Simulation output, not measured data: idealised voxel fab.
The name of this process module is voxel ribs on slabs.
255 nm wide, 5 nm square cells: that's cross-section cut.
A cross-section is a grid of square cells, given in bands from the top down. A band is one or more rows of cells.
First you get the band's top height and its bottom height, in nm, and then the materials it's made of, left to right, with each width in nm. If you see a single material with "edge to edge", that one covers the band edge to edge. "blank" is empty space.
Height reference: 0 = level under which incoming wafer is all one material. Lowest band: no bottom, runs on downward, e.g. "0..down".
Width spec "30..40" -> top row of cells at first value, bottom row at second value, equal per-row change in between.
Basically "no modification" means that step didn't change any cell in the cross-section.
The label "Sealed void inventory" introduces a list of the empty spaces, 8 cells or larger, that have no open way up to the top; each entry in it reads width x height at distance, where the distance is taken from the left edge and all three are stated in nm.
That trailing text on a step's line, after the settings, is the simulator's own remark on the step.
overlay nm: mask right of planned place by this much (step with mask). Neg. = left.

Planned step list for the process:
1: op RECEIVE | material Si
2: op DIRECTIONAL_DEP | material SiO2 | thk nm 20
3: op DIRECTIONAL_DEP | material polySi | thk nm 15
4: op MASKED_ETCH | tone cover | mask id RIB | width nm 20 | etch materials polySi | depth nm 5 | overlay nm 0
5: op DIRECTIONAL_DEP | material aC | thk nm 15
6: op PATTERN | tone cover | mask id SLAB | material resist | width nm 70 | thk nm 30 | overlay nm 0
7: op DIRECTIONAL_ETCH | etch materials aC | depth nm 15
8: op STRIP | etch materials resist
9: op DIRECTIONAL_ETCH | etch materials polySi | depth nm 10
10: op STRIP | etch materials aC
11: op FILL_DEP | material SiO2 | thk nm 20
12: op CMP | height nm 45
13: op DIRECTIONAL_DEP | material W | thk nm 5
14: op MASKED_ETCH | tone cover | mask id HEATER | width nm 30 | etch materials W | depth nm 5 | overlay nm 0
15: op CONFORMAL_DEP | material SiN | thk nm 5

as received, after step 1:
> 0..down  Si edge to edge
> Sealed void inventory: none

Final cross-section, module run with one mistake (start and plan as above):
> 55..50  SiN: 115  blank: 20  SiN: 120
> 50..45  W: 110  SiN: 30  W: 115
> 45..35  SiO2 edge to edge
> 35..30  SiO2: 115  polySi: 20  SiO2: 120
> 30..20  SiO2: 90  polySi: 70  SiO2: 95
> 20..0  SiO2 edge to edge
> 0..down  Si edge to edge
> Sealed void inventory: none
Run error: off-plan run, step 14, actual operation and settings op MASKED_ETCH | tone open | mask id HEATER | width nm 30 | etch materials W | depth nm 5 | overlay nm 0
